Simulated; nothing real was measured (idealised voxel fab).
Process module in this document: voxel quadruple lines
Each square cell in cross-section cut measures 5 nm, and the section as a whole is 185 nm wide.
A cross-section is a grid of square cells, given in bands from the top down. A band is one or more rows of cells. Top, bottom (nm), then materials left to right with widths (nm); lone material tagged "edge to edge" fills the whole band edge to edge; "air" = empty space. The level at which height equals 0 is the one under which the wafer, as it arrives, is entirely one material. No lower edge exists for the bottom band, which continues downward and is notated as in "z 0 and below". Graded width ("30..40"): value in top row of band = first number; value in bottom row = second number; row-to-row change constant. Where a step carries "remains unaltered", the cross-section came out of it unchanged, cell for cell. Empty spaces counting at least 8 cells and having no open way to the top are listed in "Non-vented voids". The notation width x height at distance is used for each, the distance being from the left edge and all three values in nm. Anything after a step's settings on that line? It's the simulator's own note about the step. When a step includes a mask, the "overlay nm" setting on its line states how far to the right of its planned place that mask lay, and negative values state how far to the left.

## So here's the lineup of process steps we planned
1) RECEIVE: material Si
2) CONFORMAL_DEP: material SiO2, thk nm 10
3) DIRECTIONAL_DEP: material W, thk nm 10
4) DIRECTIONAL_DEP: material polySi, thk nm 20
5) DIRECTIONAL_DEP: material aC, thk nm 20
6) PATTERN: tone cover, mask id MANDREL, material resist, width nm 35, thk nm 30, overlay nm 0
7) DIRECTIONAL_ETCH: etch materials aC, depth nm 20
8) STRIP: etch materials resist
9) CONFORMAL_DEP: material SiO2, thk nm 15
10) DIRECTIONAL_ETCH: etch materials SiO2, depth nm 15
11) STRIP: etch materials aC
12) DIRECTIONAL_ETCH: etch materials polySi, depth nm 20
13) STRIP: etch materials SiO2
14) CONFORMAL_DEP: material SiCN, thk nm 10
15) DIRECTIONAL_ETCH: etch materials SiCN, depth nm 10
16) STRIP: etch materials polySi
17) DIRECTIONAL_ETCH: etch materials W, depth nm 10
18) STRIP: etch materials SiCN
19) FILL_DEP: material SiO2, thk nm 10
20) CMP: height nm 20

## The first of a set of two wafers, run to plan

## Wafer at receipt (post step 1), cross-section
z 0 and below  Si edge to edge
Non-vented voids: none

## Cross-section through the wafer, step 2 finished
z 10 to 0  SiO2 edge to edge
Everything under 0 stays put, no change at all.

## Cross-section through the wafer, step 3 finished
z 20 to 10  W edge to edge
Everything under 10 stays put, no change at all.

## Cross-section through the wafer, step 4 finished
z 40 to 20  polySi edge to edge
Everything under 20 stays put, no change at all.

## Cross-section through the wafer, step 5 finished
z 60 to 40  aC edge to edge
Everything under 40 stays put, no change at all.

## Cross-section through the wafer, step 6 finished
z 90 to 60  air: 75 | resist: 35 | air: 75
Everything under 60 stays put, no change at all.

## Cross-section through the wafer, step 7 finished
z 70 to 60  air: 75 | resist: 35 | air: 75
z 60 to 40  air: 75 | aC: 35 | air: 75
Everything under 40 stays put, no change at all.

## Cross-section through the wafer, step 8 finished
z 60 to 40  air: 75 | aC: 35 | air: 75
Everything under 40 stays put, no change at all.

## Cross-section through the wafer, step 9 finished
z 75 to 60  air: 60 | SiO2: 65 | air: 60
z 60 to 55  air: 60 | SiO2: 15 | aC: 35 | SiO2: 15 | air: 60
z 55 to 40  SiO2: 75 | aC: 35 | SiO2: 75
Everything under 40 stays put, no change at all.

## Cross-section through the wafer, step 10 finished
z 60 to 40  air: 60 | SiO2: 15 | aC: 35 | SiO2: 15 | air: 60
Everything under 40 stays put, no change at all.

## Cross-section through the wafer, step 11 finished
z 60 to 40  air: 60 | SiO2: 15 | air: 35 | SiO2: 15 | air: 60
Everything under 40 stays put, no change at all.

## Cross-section through the wafer, step 12 finished
z 60 to 40  air: 60 | SiO2: 15 | air: 35 | SiO2: 15 | air: 60
z 40 to 20  air: 60 | polySi: 15 | air: 35 | polySi: 15 | air: 60
Everything under 20 stays put, no change at all.

## Cross-section through the wafer, step 13 finished
z 40 to 20  air: 60 | polySi: 15 | air: 35 | polySi: 15 | air: 60
Everything under 20 stays put, no change at all.

## Cross-section through the wafer, step 14 finished
z 50 to 40  air: 50 | SiCN: 35 | air: 15 | SiCN: 35 | air: 50
z 40 to 30  air: 50 | SiCN: 10 | polySi: 15 | SiCN: 10 | air: 15 | SiCN: 10 | polySi: 15 | SiCN: 10 | air: 50
z 30 to 20  SiCN: 60 | polySi: 15 | SiCN: 35 | polySi: 15 | SiCN: 60
Everything under 20 stays put, no change at all.

## Cross-section through the wafer, step 15 finished
z 40 to 20  air: 50 | SiCN: 10 | polySi: 15 | SiCN: 10 | air: 15 | SiCN: 10 | polySi: 15 | SiCN: 10 | air: 50
Everything under 20 stays put, no change at all.

## Cross-section through the wafer, step 16 finished
z 40 to 20  air: 50 | SiCN: 10 | air: 15 | SiCN: 10 | air: 15 | SiCN: 10 | air: 15 | SiCN: 10 | air: 50
Everything under 20 stays put, no change at all.

## Cross-section through the wafer, step 17 finished
z 40 to 20  air: 50 | SiCN: 10 | air: 15 | SiCN: 10 | air: 15 | SiCN: 10 | air: 15 | SiCN: 10 | air: 50
z 20 to 10  air: 50 | W: 10 | air: 15 | W: 10 | air: 15 | W: 10 | air: 15 | W: 10 | air: 50
Everything under 10 stays put, no change at all.

## Cross-section through the wafer, step 18 finished
z 20 to 10  air: 50 | W: 10 | air: 15 | W: 10 | air: 15 | W: 10 | air: 15 | W: 10 | air: 50
Everything under 10 stays put, no change at all.

## Cross-section through the wafer, step 19 finished
z 30 to 20  SiO2 edge to edge
z 20 to 10  SiO2: 50 | W: 10 | SiO2: 15 | W: 10 | SiO2: 15 | W: 10 | SiO2: 15 | W: 10 | SiO2: 50
Everything under 10 stays put, no change at all.

## Cross-section through the wafer, step 20 finished
z 20 to 10  SiO2: 50 | W: 10 | SiO2: 15 | W: 10 | SiO2: 15 | W: 10 | SiO2: 15 | W: 10 | SiO2: 50
Everything under 10 stays put, no change at all.

## Second wafer. Start and plan as for the first. One mistake made in running. Agrees with the first up to and including step 8

## At the planned end of step 9, the second wafer in cross-section
z 65 to 60  air: 70 | SiO2: 45 | air: 70
z 60 to 45  air: 70 | SiO2: 5 | aC: 35 | SiO2: 5 | air: 70
z 45 to 40  SiO2: 75 | aC: 35 | SiO2: 75
Everything under 40 stays put, no change at all.

## At the planned end of step 10, the second wafer in cross-section
z 60 to 50  air: 75 | aC: 35 | air: 75
z 50 to 40  air: 70 | SiO2: 5 | aC: 35 | SiO2: 5 | air: 70
Everything under 40 stays put, no change at all.

## At the planned end of step 11, the second wafer in cross-section
z 50 to 40  air: 70 | SiO2: 5 | air: 35 | SiO2: 5 | air: 70
Everything under 40 stays put, no change at all.

## At the planned end of step 12, the second wafer in cross-section
z 50 to 40  air: 70 | SiO2: 5 | air: 35 | SiO2: 5 | air: 70
z 40 to 20  air: 70 | polySi: 5 | air: 35 | polySi: 5 | air: 70
Everything under 20 stays put, no change at all.

## At the planned end of step 13, the second wafer in cross-section
z 40 to 20  air: 70 | polySi: 5 | air: 35 | polySi: 5 | air: 70
Everything under 20 stays put, no change at all.

## At the planned end of step 14, the second wafer in cross-section
z 50 to 40  air: 60 | SiCN: 25 | air: 15 | SiCN: 25 | air: 60
z 40 to 30  air: 60 | SiCN: 10 | polySi: 5 | SiCN: 10 | air: 15 | SiCN: 10 | polySi: 5 | SiCN: 10 | air: 60
z 30 to 20  SiCN: 70 | polySi: 5 | SiCN: 35 | polySi: 5 | SiCN: 70
Everything under 20 stays put, no change at all.

## At the planned end of step 15, the second wafer in cross-section
z 40 to 20  air: 60 | SiCN: 10 | polySi: 5 | SiCN: 10 | air: 15 | SiCN: 10 | polySi: 5 | SiCN: 10 | air: 60
Everything under 20 stays put, no change at all.

## At the planned end of step 16, the second wafer in cross-section
z 40 to 20  air: 60 | SiCN: 10 | air: 5 | SiCN: 10 | air: 15 | SiCN: 10 | air: 5 | SiCN: 10 | air: 60
Everything under 20 stays put, no change at all.

## At the planned end of step 17, the second wafer in cross-section
z 40 to 20  air: 60 | SiCN: 10 | air: 5 | SiCN: 10 | air: 15 | SiCN: 10 | air: 5 | SiCN: 10 | air: 60
z 20 to 10  air: 60 | W: 10 | air: 5 | W: 10 | air: 15 | W: 10 | air: 5 | W: 10 | air: 60
Everything under 10 stays put, no change at all.

## At the planned end of step 18, the second wafer in cross-section
z 20 to 10  air: 60 | W: 10 | air: 5 | W: 10 | air: 15 | W: 10 | air: 5 | W: 10 | air: 60
Everything under 10 stays put, no change at all.

## At the planned end of step 19, the second wafer in cross-section
z 30 to 20  SiO2 edge to edge
z 20 to 10  SiO2: 60 | W: 10 | SiO2: 5 | W: 10 | SiO2: 15 | W: 10 | SiO2: 5 | W: 10 | SiO2: 60
Everything under 10 stays put, no change at all.

## At the planned end of step 20, the second wafer in cross-section
z 20 to 10  SiO2: 60 | W: 10 | SiO2: 5 | W: 10 | SiO2: 15 | W: 10 | SiO2: 5 | W: 10 | SiO2: 60
Everything under 10 stays put, no change at all.
It is concluded that the wafer was processed incorrectly with respect to the plan, in that step 9 went in with a setting other than planned; the actual run was CONFORMAL_DEP: material SiO2, thk nm 5
Both wafers, final: cells per material equal; arrangement not.
